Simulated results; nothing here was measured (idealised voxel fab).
A process module follows: voxel ribs on slabs.
Xsec cut, 190 nm wide, square cell size 5 nm.
Cross-sections here: square-cell grids, written as top-down lists of bands, a band being one or more rows of cells. Quick guide to a band line: top height, bottom height (nm) up front; then every material left to right with its width in nm. Only one material and it's marked "all across"? Then it fills the band edge to edge. And "blank" just means empty space. The reference from which all heights are counted is 0, the level beneath which the as-received wafer is entirely one material; the lowest band, having no lower bound, proceeds downward and is written after the example "z 0 and below". The expression "30..40" gives the width at the extremes of the band, the first number at its top row of cells and the second at its bottom row, with the width changing by equal amounts from each row to the next in between. Given "nothing different" for a step, no cell of the cross-section differs between before and after that step. "Enclosed cavities" contains a list of empty spaces, each no smaller than 8 cells and without an open way to the top, written in the form width x height at distance with the distance from the left edge and all three in nm. after a step's settings: what the simulator itself notes on the step. The "overlay nm" setting may appear on a step's line; for a step that uses a mask, it gives how far to the right of its planned position the mask lay, and a negative value indicates the left.
-- Process steps (planned)
1 op RECEIVE | material Si
2 op DIRECTIONAL_DEP | material SiO2 | thk nm 20
3 op DIRECTIONAL_DEP | material SiN | thk nm 25
4 op DIRECTIONAL_DEP | material aC | thk nm 10
5 op PATTERN | tone cover | mask id RIB | material resist | width nm 20 | thk nm 30 | overlay nm 0
6 op DIRECTIONAL_ETCH | etch materials aC | depth nm 10
7 op STRIP | etch materials resist
8 op DIRECTIONAL_ETCH | etch materials SiN | depth nm 10
9 op STRIP | etch materials aC
10 op DIRECTIONAL_DEP | material aC | thk nm 15
11 op PATTERN | tone cover | mask id SLAB | material resist | width nm 80 | thk nm 35 | overlay nm 0
12 op DIRECTIONAL_ETCH | etch materials aC | depth nm 15
13 op STRIP | etch materials resist
14 op DIRECTIONAL_ETCH | etch materials SiN | depth nm 15
15 op STRIP | etch materials aC
16 op FILL_DEP | material SiO2 | thk nm 20
17 op CMP | height nm 55
18 op DIRECTIONAL_DEP | material W | thk nm 5
19 op MASKED_ETCH | tone cover | mask id HEATER | width nm 30 | etch materials W | depth nm 5 | overlay nm 0
20 op CONFORMAL_DEP | material SiN | thk nm 5
-- First of two wafers - as planned
-- Here's what the wafer looked like in cross-section when it arrived - that's after step 1
z 0 and below | Si all across
Enclosed cavities: none
-- Cross-section through the wafer, step 2 finished
z 20 to 0 | SiO2 all across
Under 0: no change, same as before.
-- Cross-section through the wafer, step 3 finished
z 45 to 20 | SiN all across
Under 20: no change, same as before.
-- Cross-section through the wafer, step 4 finished
z 55 to 45 | aC all across
Under 45: no change, same as before.
-- Cross-section through the wafer, step 5 finished
z 85 to 55 | 85 of blank, then 20 of resist, then 85 of blank
Under 55: no change, same as before.
-- Cross-section through the wafer, step 6 finished
z 75 to 55 | 85 of blank, then 20 of resist, then 85 of blank
z 55 to 45 | 85 of blank, then 20 of aC, then 85 of blank
Under 45: no change, same as before.
-- Cross-section through the wafer, step 7 finished
z 55 to 45 | 85 of blank, then 20 of aC, then 85 of blank
Under 45: no change, same as before.
-- Cross-section through the wafer, step 8 finished
z 55 to 45 | 85 of blank, then 20 of aC, then 85 of blank
z 45 to 35 | 85 of blank, then 20 of SiN, then 85 of blank
Under 35: no change, same as before.
-- Cross-section through the wafer, step 9 finished
z 45 to 35 | 85 of blank, then 20 of SiN, then 85 of blank
Under 35: no change, same as before.
-- Cross-section through the wafer, step 10 finished
z 60 to 50 | 85 of blank, then 20 of aC, then 85 of blank
z 50 to 45 | aC all across
z 45 to 35 | 85 of aC, then 20 of SiN, then 85 of aC
Under 35: no change, same as before.
-- Cross-section through the wafer, step 11 finished
z 95 to 60 | 55 of blank, then 80 of resist, then 55 of blank
z 60 to 50 | 55 of blank, then 30 of resist, then 20 of aC, then 30 of resist, then 55 of blank
Under 50: no change, same as before.
-- Cross-section through the wafer, step 12 finished
z 80 to 60 | 55 of blank, then 80 of resist, then 55 of blank
z 60 to 50 | 55 of blank, then 30 of resist, then 20 of aC, then 30 of resist, then 55 of blank
z 50 to 45 | 55 of blank, then 80 of aC, then 55 of blank
z 45 to 35 | 55 of blank, then 30 of aC, then 20 of SiN, then 30 of aC, then 55 of blank
Under 35: no change, same as before.
-- Cross-section through the wafer, step 13 finished
z 60 to 50 | 85 of blank, then 20 of aC, then 85 of blank
Under 50: no change, same as before.
-- Cross-section through the wafer, step 14 finished
z 60 to 50 | 85 of blank, then 20 of aC, then 85 of blank
z 50 to 45 | 55 of blank, then 80 of aC, then 55 of blank
z 45 to 35 | 55 of blank, then 30 of aC, then 20 of SiN, then 30 of aC, then 55 of blank
z 35 to 20 | 55 of blank, then 80 of SiN, then 55 of blank
Under 20: no change, same as before.
-- Cross-section through the wafer, step 15 finished
z 45 to 35 | 85 of blank, then 20 of SiN, then 85 of blank
Under 35: no change, same as before.
-- Cross-section through the wafer, step 16 finished
z 65 to 45 | SiO2 all across
z 45 to 35 | 85 of SiO2, then 20 of SiN, then 85 of SiO2
z 35 to 20 | 55 of SiO2, then 80 of SiN, then 55 of SiO2
Under 20: no change, same as before.
-- Cross-section through the wafer, step 17 finished
z 55 to 45 | SiO2 all across
Under 45: no change, same as before.
-- Cross-section through the wafer, step 18 finished
z 60 to 55 | W all across
Under 55: no change, same as before.
-- Cross-section through the wafer, step 19 finished
z 60 to 55 | 80 of blank, then 30 of W, then 80 of blank
Under 55: no change, same as before.
-- Cross-section through the wafer, step 20 finished
z 65 to 60 | 75 of blank, then 40 of SiN, then 75 of blank
z 60 to 55 | 80 of SiN, then 30 of W, then 80 of SiN
Under 55: no change, same as before.
-- The second wafer: identical to the first at the outset and in its planned sequence, differing only in that one mistake was made during processing; up to and including step 1, its path is the first wafer's path
-- The second wafer in cross-section, at the planned close of step 2
z 40 to 0 | SiO2 all across
Under 0: no change, same as before.
-- The second wafer in cross-section, at the planned close of step 3
z 65 to 40 | SiN all across
Under 40: no change, same as before.
-- The second wafer in cross-section, at the planned close of step 4
z 75 to 65 | aC all across
Under 65: no change, same as before.
-- The second wafer in cross-section, at the planned close of step 5
z 105 to 75 | 85 of blank, then 20 of resist, then 85 of blank
Under 75: no change, same as before.
-- The second wafer in cross-section, at the planned close of step 6
z 95 to 75 | 85 of blank, then 20 of resist, then 85 of blank
z 75 to 65 | 85 of blank, then 20 of aC, then 85 of blank
Under 65: no change, same as before.
-- The second wafer in cross-section, at the planned close of step 7
z 75 to 65 | 85 of blank, then 20 of aC, then 85 of blank
Under 65: no change, same as before.
-- The second wafer in cross-section, at the planned close of step 8
z 75 to 65 | 85 of blank, then 20 of aC, then 85 of blank
z 65 to 55 | 85 of blank, then 20 of SiN, then 85 of blank
Under 55: no change, same as before.
-- The second wafer in cross-section, at the planned close of step 9
z 65 to 55 | 85 of blank, then 20 of SiN, then 85 of blank
Under 55: no change, same as before.
-- The second wafer in cross-section, at the planned close of step 10
z 80 to 70 | 85 of blank, then 20 of aC, then 85 of blank
z 70 to 65 | aC all across
z 65 to 55 | 85 of aC, then 20 of SiN, then 85 of aC
Under 55: no change, same as before.
-- The second wafer in cross-section, at the planned close of step 11
z 115 to 80 | 55 of blank, then 80 of resist, then 55 of blank
z 80 to 70 | 55 of blank, then 30 of resist, then 20 of aC, then 30 of resist, then 55 of blank
Under 70: no change, same as before.
-- The second wafer in cross-section, at the planned close of step 12
z 100 to 80 | 55 of blank, then 80 of resist, then 55 of blank
z 80 to 70 | 55 of blank, then 30 of resist, then 20 of aC, then 30 of resist, then 55 of blank
z 70 to 65 | 55 of blank, then 80 of aC, then 55 of blank
z 65 to 55 | 55 of blank, then 30 of aC, then 20 of SiN, then 30 of aC, then 55 of blank
Under 55: no change, same as before.
-- The second wafer in cross-section, at the planned close of step 13
z 80 to 70 | 85 of blank, then 20 of aC, then 85 of blank
Under 70: no change, same as before.
-- The second wafer in cross-section, at the planned close of step 14
z 80 to 70 | 85 of blank, then 20 of aC, then 85 of blank
z 70 to 65 | 55 of blank, then 80 of aC, then 55 of blank
z 65 to 55 | 55 of blank, then 30 of aC, then 20 of SiN, then 30 of aC, then 55 of blank
z 55 to 40 | 55 of blank, then 80 of SiN, then 55 of blank
Under 40: no change, same as before.
-- The second wafer in cross-section, at the planned close of step 15
z 65 to 55 | 85 of blank, then 20 of SiN, then 85 of blank
Under 55: no change, same as before.
-- The second wafer in cross-section, at the planned close of step 16
z 85 to 65 | SiO2 all across
z 65 to 55 | 85 of SiO2, then 20 of SiN, then 85 of SiO2
z 55 to 40 | 55 of SiO2, then 80 of SiN, then 55 of SiO2
Under 40: no change, same as before.
-- The second wafer in cross-section, at the planned close of step 17
z 55 to 40 | 55 of SiO2, then 80 of SiN, then 55 of SiO2
Under 40: no change, same as before.
-- The second wafer in cross-section, at the planned close of step 18
z 60 to 55 | W all across
Under 55: no change, same as before.
-- The second wafer in cross-section, at the planned close of step 19
z 60 to 55 | 80 of blank, then 30 of W, then 80 of blank
Under 55: no change, same as before.
-- The second wafer in cross-section, at the planned close of step 20
z 65 to 60 | 75 of blank, then 40 of SiN, then 75 of blank
z 60 to 55 | 80 of SiN, then 30 of W, then 80 of SiN
Under 55: no change, same as before.
Misprocessing identified: step 2 of the plan was twice carried out
Final difference in cells, second wafer against first, listed per material as more or fewer: SiN: 8 fewer, SiO2: 8 more
